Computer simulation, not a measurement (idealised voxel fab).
process module | voxel self aligned vias
cross-section cut | 210 nm wide | cells 5 nm
A cross-section is a grid of square cells, given in bands from the top down. A band is one or more rows of cells.
Each band's line starts with the height of the band's top and of its bottom, in nm. Then come its materials from left to right, each with its width in nm. One material with "throughout" fills the band from edge to edge. "air" is empty space.
Height 0 is the level under which the wafer as received is all one material. The lowest band goes on downwards, as in "0 down".
A width such as "30 to 40" changes by the same amount from each row of cells to the next, from the band's top row to its bottom row.
"no change" after a step means that no cell of the cross-section changed.
closed voids: empty space of 8 cells or more with no open way to the top, each as width x height at its distance from the left edge, in nm
after a step's settings: what the simulator itself notes on the step
overlay nm, on a step with a mask: how far to the right of its planned place the mask lay; to the left if negative
plan
1 op RECEIVE | material Si
2 op CONFORMAL_DEP | material SiO2 | thk nm 10
3 op CONFORMAL_DEP | material SiCN | thk nm 5
4 op DIRECTIONAL_DEP | material SiO2 | thk nm 30
5 op DIRECTIONAL_DEP | material aC | thk nm 10
6 op PATTERN | tone open | mask id LINES | material resist | width nm 25 | pitch nm 55 | thk nm 25 | overlay nm 0
7 op DIRECTIONAL_ETCH | etch materials aC | depth nm 10
8 op STRIP | etch materials resist
9 op DIRECTIONAL_ETCH | etch materials SiO2 | depth nm 30
10 op STRIP | etch materials aC
11 op CONFORMAL_DEP | material TiN | thk nm 5
12 op FILL_DEP | material Ru | thk nm 5
13 op CMP | height nm 45
14 op SELECTIVE_ETCH | etch materials W Ru TiN | depth nm 10
15 op FILL_DEP | material SiN | thk nm 5
16 op CMP | height nm 45
17 op DIRECTIONAL_DEP | material SiO2 | thk nm 15
18 op PATTERN | tone open | mask id VIAS | material resist | width nm 35 | thk nm 15 | overlay nm 0
19 op DIRECTIONAL_ETCH | etch materials SiO2 | depth nm 15
20 op DIRECTIONAL_ETCH | etch materials SiN | depth nm 10
21 op STRIP | etch materials resist
22 op CONFORMAL_DEP | material TiN | thk nm 5
23 op FILL_DEP | material W | thk nm 10
24 op CMP | height nm 60
25 op CONFORMAL_DEP | material SiN | thk nm 5
first wafer, as planned
as received, after step 1
  0 down: Si throughout
  closed voids: none
after step 2
  10 to 0: SiO2 throughout
  below 0: unchanged
after step 3
  15 to 10: SiCN throughout
  below 10: unchanged
after step 4
  45 to 15: SiO2 throughout
  below 15: unchanged
after step 5
  55 to 45: aC throughout
  below 45: unchanged
after step 6
  80 to 55: resist 65 | air 25 | resist 30 | air 25 | resist 65
  below 55: unchanged
after step 7
  70 to 55: resist 65 | air 25 | resist 30 | air 25 | resist 65
  55 to 45: aC 65 | air 25 | aC 30 | air 25 | aC 65
  below 45: unchanged
after step 8
  55 to 45: aC 65 | air 25 | aC 30 | air 25 | aC 65
  below 45: unchanged
after step 9
  55 to 45: aC 65 | air 25 | aC 30 | air 25 | aC 65
  45 to 15: SiO2 65 | air 25 | SiO2 30 | air 25 | SiO2 65
  below 15: unchanged
after step 10
  45 to 15: SiO2 65 | air 25 | SiO2 30 | air 25 | SiO2 65
  below 15: unchanged
after step 11
  50 to 45: TiN 70 | air 15 | TiN 40 | air 15 | TiN 70
  45 to 20: SiO2 65 | TiN 5 | air 15 | TiN 5 | SiO2 30 | TiN 5 | air 15 | TiN 5 | SiO2 65
  20 to 15: SiO2 65 | TiN 25 | SiO2 30 | TiN 25 | SiO2 65
  below 15: unchanged
after step 12
  55 to 50: Ru throughout
  50 to 45: TiN 70 | Ru 15 | TiN 40 | Ru 15 | TiN 70
  45 to 20: SiO2 65 | TiN 5 | Ru 15 | TiN 5 | SiO2 30 | TiN 5 | Ru 15 | TiN 5 | SiO2 65
  below 20: unchanged
after step 13
  45 to 20: SiO2 65 | TiN 5 | Ru 15 | TiN 5 | SiO2 30 | TiN 5 | Ru 15 | TiN 5 | SiO2 65
  below 20: unchanged
after step 14
  45 to 35: SiO2 65 | air 25 | SiO2 30 | air 25 | SiO2 65
  below 35: unchanged
after step 15
  50 to 45: SiN throughout
  45 to 35: SiO2 65 | SiN 25 | SiO2 30 | SiN 25 | SiO2 65
  below 35: unchanged
after step 16
  45 to 35: SiO2 65 | SiN 25 | SiO2 30 | SiN 25 | SiO2 65
  below 35: unchanged
after step 17
  60 to 45: SiO2 throughout
  below 45: unchanged
after step 18
  75 to 60: resist 60 | air 35 | resist 115
  below 60: unchanged
after step 19
  75 to 60: resist 60 | air 35 | resist 115
  60 to 45: SiO2 60 | air 35 | SiO2 115
  below 45: unchanged
after step 20
  75 to 60: resist 60 | air 35 | resist 115
  60 to 45: SiO2 60 | air 35 | SiO2 115
  45 to 35: SiO2 65 | air 25 | SiO2 30 | SiN 25 | SiO2 65
  below 35: unchanged
after step 21
  60 to 45: SiO2 60 | air 35 | SiO2 115
  below 45: unchanged
after step 22
  65 to 60: TiN 65 | air 25 | TiN 120
  60 to 50: SiO2 60 | TiN 5 | air 25 | TiN 5 | SiO2 115
  50 to 45: SiO2 60 | TiN 10 | air 15 | TiN 10 | SiO2 115
  45 to 40: SiO2 65 | TiN 5 | air 15 | TiN 5 | SiO2 30 | SiN 25 | SiO2 65
  40 to 35: SiO2 65 | TiN 25 | SiO2 30 | SiN 25 | SiO2 65
  below 35: unchanged
after step 23
  75 to 65: W throughout
  65 to 60: TiN 65 | W 25 | TiN 120
  60 to 50: SiO2 60 | TiN 5 | W 25 | TiN 5 | SiO2 115
  50 to 45: SiO2 60 | TiN 10 | W 15 | TiN 10 | SiO2 115
  45 to 40: SiO2 65 | TiN 5 | W 15 | TiN 5 | SiO2 30 | SiN 25 | SiO2 65
  below 40: unchanged
after step 24
  60 to 50: SiO2 60 | TiN 5 | W 25 | TiN 5 | SiO2 115
  below 50: unchanged
after step 25
  65 to 60: SiN throughout
  below 60: unchanged
second wafer: like start, like plan, one mistake. Through step 1 it matches the first wafer
when step 2 should have ended
  5 to 0: SiCN throughout
  below 0: unchanged
when step 3 should have ended
  15 to 5: SiO2 throughout
  below 5: unchanged
when step 4 should have ended
  45 to 5: SiO2 throughout
  below 5: unchanged
when step 5 should have ended
  55 to 45: aC throughout
  below 45: unchanged
when step 6 should have ended
  80 to 55: resist 65 | air 25 | resist 30 | air 25 | resist 65
  below 55: unchanged
when step 7 should have ended
  70 to 55: resist 65 | air 25 | resist 30 | air 25 | resist 65
  55 to 45: aC 65 | air 25 | aC 30 | air 25 | aC 65
  below 45: unchanged
when step 8 should have ended
  55 to 45: aC 65 | air 25 | aC 30 | air 25 | aC 65
  below 45: unchanged
when step 9 should have ended
  55 to 45: aC 65 | air 25 | aC 30 | air 25 | aC 65
  45 to 15: SiO2 65 | air 25 | SiO2 30 | air 25 | SiO2 65
  below 15: unchanged
when step 10 should have ended
  45 to 15: SiO2 65 | air 25 | SiO2 30 | air 25 | SiO2 65
  below 15: unchanged
when step 11 should have ended
  50 to 45: TiN 70 | air 15 | TiN 40 | air 15 | TiN 70
  45 to 20: SiO2 65 | TiN 5 | air 15 | TiN 5 | SiO2 30 | TiN 5 | air 15 | TiN 5 | SiO2 65
  20 to 15: SiO2 65 | TiN 25 | SiO2 30 | TiN 25 | SiO2 65
  below 15: unchanged
when step 12 should have ended
  55 to 50: Ru throughout
  50 to 45: TiN 70 | Ru 15 | TiN 40 | Ru 15 | TiN 70
  45 to 20: SiO2 65 | TiN 5 | Ru 15 | TiN 5 | SiO2 30 | TiN 5 | Ru 15 | TiN 5 | SiO2 65
  below 20: unchanged
when step 13 should have ended
  45 to 20: SiO2 65 | TiN 5 | Ru 15 | TiN 5 | SiO2 30 | TiN 5 | Ru 15 | TiN 5 | SiO2 65
  below 20: unchanged
when step 14 should have ended
  45 to 35: SiO2 65 | air 25 | SiO2 30 | air 25 | SiO2 65
  below 35: unchanged
when step 15 should have ended
  50 to 45: SiN throughout
  45 to 35: SiO2 65 | SiN 25 | SiO2 30 | SiN 25 | SiO2 65
  below 35: unchanged
when step 16 should have ended
  45 to 35: SiO2 65 | SiN 25 | SiO2 30 | SiN 25 | SiO2 65
  below 35: unchanged
when step 17 should have ended
  60 to 45: SiO2 throughout
  below 45: unchanged
when step 18 should have ended
  75 to 60: resist 60 | air 35 | resist 115
  below 60: unchanged
when step 19 should have ended
  75 to 60: resist 60 | air 35 | resist 115
  60 to 45: SiO2 60 | air 35 | SiO2 115
  below 45: unchanged
when step 20 should have ended
  75 to 60: resist 60 | air 35 | resist 115
  60 to 45: SiO2 60 | air 35 | SiO2 115
  45 to 35: SiO2 65 | air 25 | SiO2 30 | SiN 25 | SiO2 65
  below 35: unchanged
when step 21 should have ended
  60 to 45: SiO2 60 | air 35 | SiO2 115
  below 45: unchanged
when step 22 should have ended
  65 to 60: TiN 65 | air 25 | TiN 120
  60 to 50: SiO2 60 | TiN 5 | air 25 | TiN 5 | SiO2 115
  50 to 45: SiO2 60 | TiN 10 | air 15 | TiN 10 | SiO2 115
  45 to 40: SiO2 65 | TiN 5 | air 15 | TiN 5 | SiO2 30 | SiN 25 | SiO2 65
  40 to 35: SiO2 65 | TiN 25 | SiO2 30 | SiN 25 | SiO2 65
  below 35: unchanged
when step 23 should have ended
  75 to 65: W throughout
  65 to 60: TiN 65 | W 25 | TiN 120
  60 to 50: SiO2 60 | TiN 5 | W 25 | TiN 5 | SiO2 115
  50 to 45: SiO2 60 | TiN 10 | W 15 | TiN 10 | SiO2 115
  45 to 40: SiO2 65 | TiN 5 | W 15 | TiN 5 | SiO2 30 | SiN 25 | SiO2 65
  below 40: unchanged
when step 24 should have ended
  60 to 50: SiO2 60 | TiN 5 | W 25 | TiN 5 | SiO2 115
  below 50: unchanged
when step 25 should have ended
  65 to 60: SiN throughout
  below 60: unchanged
what went wrong: steps 2 and 3 were swapped
at the end the second wafer has, in cells: as many of each material as the first, in other places
